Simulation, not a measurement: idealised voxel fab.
The following process module bears the name voxel spacer lines.
For reference, the cross-section in this document is cut, with width 260 nm and square cells of 5 nm.
A cross-section in this document is a grid of square cells, and it is written down as bands, the top band listed before the ones below it; a band is made up of one or more rows of cells.
Band entry format. Leading values: height of top, height of bottom, nm. Remainder: materials in left-to-right order, each with its width in nm. Special words: "everywhere" on a single material, which then fills the band edge to edge; "empty", empty space.
Basically, 0 is our baseline, since under it the wafer straight out of the box is all one material. The bottom band has no lower end and keeps on going down, so it looks like "0 -> down".
You'd read "30..40" like this: the band's top row of cells is as wide as the first number, its bottom row is as wide as the second, and going down, every row changes width by the same amount as the row before did.
"no modification" for a step: no cell of the cross-section changed in that step.
Listed in "Enclosed internal voids": every empty space of 8 or more cells without an open way to the top. Form: width x height at distance, the distance being from the left edge, all in nm.
On each step's line, the part that comes after the settings is the simulator's own comment on the step.
A step's line can hold "overlay nm"; with a mask on that step, the setting says how far right of the planned place the mask lay, while a negative setting says it lay to the left.

## These are the steps we planned for the process
- 1: op RECEIVE | material Si
- 2: op CONFORMAL_DEP | material Al2O3 | thk nm 10
- 3: op DIRECTIONAL_DEP | material polySi | thk nm 10
- 4: op DIRECTIONAL_DEP | material aC | thk nm 25
- 5: op PATTERN | tone cover | mask id MANDREL | material resist | width nm 25 | pitch nm 80 | thk nm 35 | overlay nm 0
- 6: op DIRECTIONAL_ETCH | etch materials aC | depth nm 25
- 7: op STRIP | etch materials resist
- 8: op CONFORMAL_DEP | material SiN | thk nm 15
- 9: op DIRECTIONAL_ETCH | etch materials SiN | depth nm 15
- 10: op STRIP | etch materials aC
- 11: op DIRECTIONAL_ETCH | etch materials polySi | depth nm 10
- 12: op STRIP | etch materials SiN

## Shown in cross-section is the wafer as received, that is, as it stands after step 1
0 -> down  Si everywhere
Enclosed internal voids: none

## Cross-sectional image of the first of two wafers at the end of the module, the run having proceeded as planned
20 -> 10  60 empty; 15 polySi; 25 empty; 15 polySi; 25 empty; 15 polySi; 25 empty; 15 polySi; 65 empty
10 -> 0  Al2O3 everywhere
0 -> down  Si everywhere
Enclosed internal voids: none

## Wafer two cross-section, module end. Start and plan unchanged from wafer one; one mistake made during the run
20 -> 10  60 empty; 15 polySi; 25 empty; 15 polySi; 25 empty; 15 polySi; 25 empty; 15 polySi; 65 empty
10 -> 0  polySi everywhere
0 -> down  Si everywhere
Enclosed internal voids: none
Diagnosis: note that step 2 departed from the planned setting and was carried out as op CONFORMAL_DEP | material polySi | thk nm 10
At the finish, the second wafer shows more or fewer cells for some materials than the first does: Al2O3: 104 fewer; polySi: 104 more
